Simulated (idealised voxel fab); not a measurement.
Presented below is a process module, voxel quadruple lines.
Square cells of 5 nm make up the cross-section cut, whose width is 260 nm.
Heads up, the way a cross-section reads in here is a grid of square cells, handed over as bands from the top down, with every band being one or more rows of cells.
Top height, bottom height, nm. Materials left to right, width each, nm. Single material + "everywhere" = fills band edge to edge. "empty" = empty.
Beneath 0, the wafer as received is one material, and that level is where height counting begins. The lowest band goes on downward without a bottom; it is written like "z 0 and below".
Read "30..40" as a graded width: first number on top, second number at the bottom, same change between each pair of neighbouring rows.
No cell of the cross-section changed in a step that is given as "left unchanged".
"Closed void table" lists enclosed empty spaces (at least 8 cells, no open path upward to the top), each as width x height at distance from the left edge, in nm.
Text after the settings on a step's line: the simulator's own remark on that step.
When a step includes a mask, the "overlay nm" setting on its line states how far to the right of its planned place that mask lay, and negative values state how far to the left.
Intended process steps:
1) RECEIVE | material Si
2) CONFORMAL_DEP | material SiO2 | thk nm 10
3) DIRECTIONAL_DEP | material Ru | thk nm 10
4) DIRECTIONAL_DEP | material polySi | thk nm 20
5) DIRECTIONAL_DEP | material aC | thk nm 20
6) PATTERN | tone cover | mask id MANDREL | material resist | width nm 35 | pitch nm 100 | thk nm 30 | overlay nm 0
7) DIRECTIONAL_ETCH | etch materials aC | depth nm 20
8) STRIP | etch materials resist
9) CONFORMAL_DEP | material SiO2 | thk nm 15
10) DIRECTIONAL_ETCH | etch materials SiO2 | depth nm 15
11) STRIP | etch materials aC
12) DIRECTIONAL_ETCH | etch materials polySi | depth nm 20
13) STRIP | etch materials SiO2
14) CONFORMAL_DEP | material SiCN | thk nm 10
15) DIRECTIONAL_ETCH | etch materials SiCN | depth nm 10
16) STRIP | etch materials polySi
17) DIRECTIONAL_ETCH | etch materials Ru | depth nm 10
18) STRIP | etch materials SiCN
19) FILL_DEP | material lowk | thk nm 5
20) CMP | height nm 20
First of two wafers, processed according to plan:
Cross-section of the wafer at receipt, which is the condition after step 1:
    z 0 and below = Si everywhere
    Closed void table: none
Sectional view: wafer, after step 2:
    z 10 to 0 = SiO2 everywhere
    Below 0 it's all the same as before, nothing changed down there.
Sectional view: wafer, after step 3:
    z 20 to 10 = Ru everywhere
    Below 10 it's all the same as before, nothing changed down there.
Sectional view: wafer, after step 4:
    z 40 to 20 = polySi everywhere
    Below 20 it's all the same as before, nothing changed down there.
Sectional view: wafer, after step 5:
    z 60 to 40 = aC everywhere
    Below 40 it's all the same as before, nothing changed down there.
Sectional view: wafer, after step 6:
    z 90 to 60 = empty: 60 | resist: 35 | empty: 65 | resist: 35 | empty: 65
    Below 60 it's all the same as before, nothing changed down there.
Sectional view: wafer, after step 7:
    z 70 to 60 = empty: 60 | resist: 35 | empty: 65 | resist: 35 | empty: 65
    z 60 to 40 = empty: 60 | aC: 35 | empty: 65 | aC: 35 | empty: 65
    Below 40 it's all the same as before, nothing changed down there.
Sectional view: wafer, after step 8:
    z 60 to 40 = empty: 60 | aC: 35 | empty: 65 | aC: 35 | empty: 65
    Below 40 it's all the same as before, nothing changed down there.
Sectional view: wafer, after step 9:
    z 75 to 60 = empty: 45 | SiO2: 65 | empty: 35 | SiO2: 65 | empty: 50
    z 60 to 55 = empty: 45 | SiO2: 15 | aC: 35 | SiO2: 15 | empty: 35 | SiO2: 15 | aC: 35 | SiO2: 15 | empty: 50
    z 55 to 40 = SiO2: 60 | aC: 35 | SiO2: 65 | aC: 35 | SiO2: 65
    Below 40 it's all the same as before, nothing changed down there.
Sectional view: wafer, after step 10:
    z 60 to 40 = empty: 45 | SiO2: 15 | aC: 35 | SiO2: 15 | empty: 35 | SiO2: 15 | aC: 35 | SiO2: 15 | empty: 50
    Below 40 it's all the same as before, nothing changed down there.
Sectional view: wafer, after step 11:
    z 60 to 40 = empty: 45 | SiO2: 15 | empty: 35 | SiO2: 15 | empty: 35 | SiO2: 15 | empty: 35 | SiO2: 15 | empty: 50
    Below 40 it's all the same as before, nothing changed down there.
Sectional view: wafer, after step 12:
    z 60 to 40 = empty: 45 | SiO2: 15 | empty: 35 | SiO2: 15 | empty: 35 | SiO2: 15 | empty: 35 | SiO2: 15 | empty: 50
    z 40 to 20 = empty: 45 | polySi: 15 | empty: 35 | polySi: 15 | empty: 35 | polySi: 15 | empty: 35 | polySi: 15 | empty: 50
    Below 20 it's all the same as before, nothing changed down there.
Sectional view: wafer, after step 13:
    z 40 to 20 = empty: 45 | polySi: 15 | empty: 35 | polySi: 15 | empty: 35 | polySi: 15 | empty: 35 | polySi: 15 | empty: 50
    Below 20 it's all the same as before, nothing changed down there.
Sectional view: wafer, after step 14:
    z 50 to 40 = empty: 35 | SiCN: 35 | empty: 15 | SiCN: 35 | empty: 15 | SiCN: 35 | empty: 15 | SiCN: 35 | empty: 40
    z 40 to 30 = empty: 35 | SiCN: 10 | polySi: 15 | SiCN: 10 | empty: 15 | SiCN: 10 | polySi: 15 | SiCN: 10 | empty: 15 | SiCN: 10 | polySi: 15 | SiCN: 10 | empty: 15 | SiCN: 10 | polySi: 15 | SiCN: 10 | empty: 40
    z 30 to 20 = SiCN: 45 | polySi: 15 | SiCN: 35 | polySi: 15 | SiCN: 35 | polySi: 15 | SiCN: 35 | polySi: 15 | SiCN: 50
    Below 20 it's all the same as before, nothing changed down there.
Sectional view: wafer, after step 15:
    z 40 to 20 = empty: 35 | SiCN: 10 | polySi: 15 | SiCN: 10 | empty: 15 | SiCN: 10 | polySi: 15 | SiCN: 10 | empty: 15 | SiCN: 10 | polySi: 15 | SiCN: 10 | empty: 15 | SiCN: 10 | polySi: 15 | SiCN: 10 | empty: 40
    Below 20 it's all the same as before, nothing changed down there.
Sectional view: wafer, after step 16:
    z 40 to 20 = empty: 35 | SiCN: 10 | empty: 15 | SiCN: 10 | empty: 15 | SiCN: 10 | empty: 15 | SiCN: 10 | empty: 15 | SiCN: 10 | empty: 15 | SiCN: 10 | empty: 15 | SiCN: 10 | empty: 15 | SiCN: 10 | empty: 40
    Below 20 it's all the same as before, nothing changed down there.
Sectional view: wafer, after step 17:
    z 40 to 20 = empty: 35 | SiCN: 10 | empty: 15 | SiCN: 10 | empty: 15 | SiCN: 10 | empty: 15 | SiCN: 10 | empty: 15 | SiCN: 10 | empty: 15 | SiCN: 10 | empty: 15 | SiCN: 10 | empty: 15 | SiCN: 10 | empty: 40
    z 20 to 10 = empty: 35 | Ru: 10 | empty: 15 | Ru: 10 | empty: 15 | Ru: 10 | empty: 15 | Ru: 10 | empty: 15 | Ru: 10 | empty: 15 | Ru: 10 | empty: 15 | Ru: 10 | empty: 15 | Ru: 10 | empty: 40
    Below 10 it's all the same as before, nothing changed down there.
Sectional view: wafer, after step 18:
    z 20 to 10 = empty: 35 | Ru: 10 | empty: 15 | Ru: 10 | empty: 15 | Ru: 10 | empty: 15 | Ru: 10 | empty: 15 | Ru: 10 | empty: 15 | Ru: 10 | empty: 15 | Ru: 10 | empty: 15 | Ru: 10 | empty: 40
    Below 10 it's all the same as before, nothing changed down there.
Sectional view: wafer, after step 19:
    z 25 to 20 = lowk everywhere
    z 20 to 10 = lowk: 35 | Ru: 10 | lowk: 15 | Ru: 10 | lowk: 15 | Ru: 10 | lowk: 15 | Ru: 10 | lowk: 15 | Ru: 10 | lowk: 15 | Ru: 10 | lowk: 15 | Ru: 10 | lowk: 15 | Ru: 10 | lowk: 40
    Below 10 it's all the same as before, nothing changed down there.
Sectional view: wafer, after step 20:
    z 20 to 10 = lowk: 35 | Ru: 10 | lowk: 15 | Ru: 10 | lowk: 15 | Ru: 10 | lowk: 15 | Ru: 10 | lowk: 15 | Ru: 10 | lowk: 15 | Ru: 10 | lowk: 15 | Ru: 10 | lowk: 15 | Ru: 10 | lowk: 40
    Below 10 it's all the same as before, nothing changed down there.
The second wafer was prepared from the same starting point and under the same plan as the first; its processing contained one mistake, and it remains indistinguishable from the first wafer up to and including step 18:
Look at the second wafer in cross-section at the time step 19 ought to have finished:
    z 25 to 20 = polySi everywhere
    z 20 to 10 = polySi: 35 | Ru: 10 | polySi: 15 | Ru: 10 | polySi: 15 | Ru: 10 | polySi: 15 | Ru: 10 | polySi: 15 | Ru: 10 | polySi: 15 | Ru: 10 | polySi: 15 | Ru: 10 | polySi: 15 | Ru: 10 | polySi: 40
    Below 10 it's all the same as before, nothing changed down there.
Look at the second wafer in cross-section at the time step 20 ought to have finished:
    z 20 to 10 = polySi: 35 | Ru: 10 | polySi: 15 | Ru: 10 | polySi: 15 | Ru: 10 | polySi: 15 | Ru: 10 | polySi: 15 | Ru: 10 | polySi: 15 | Ru: 10 | polySi: 15 | Ru: 10 | polySi: 15 | Ru: 10 | polySi: 40
    Below 10 it's all the same as before, nothing changed down there.
The mistake made against the process plan was this: not per plan at step 19, really ran FILL_DEP | material polySi | thk nm 5
It is noted that, at the conclusion of processing, the second wafer exhibits a higher or lower cell count for certain materials relative to the first: 72 fewer of lowk, 72 more of polySi
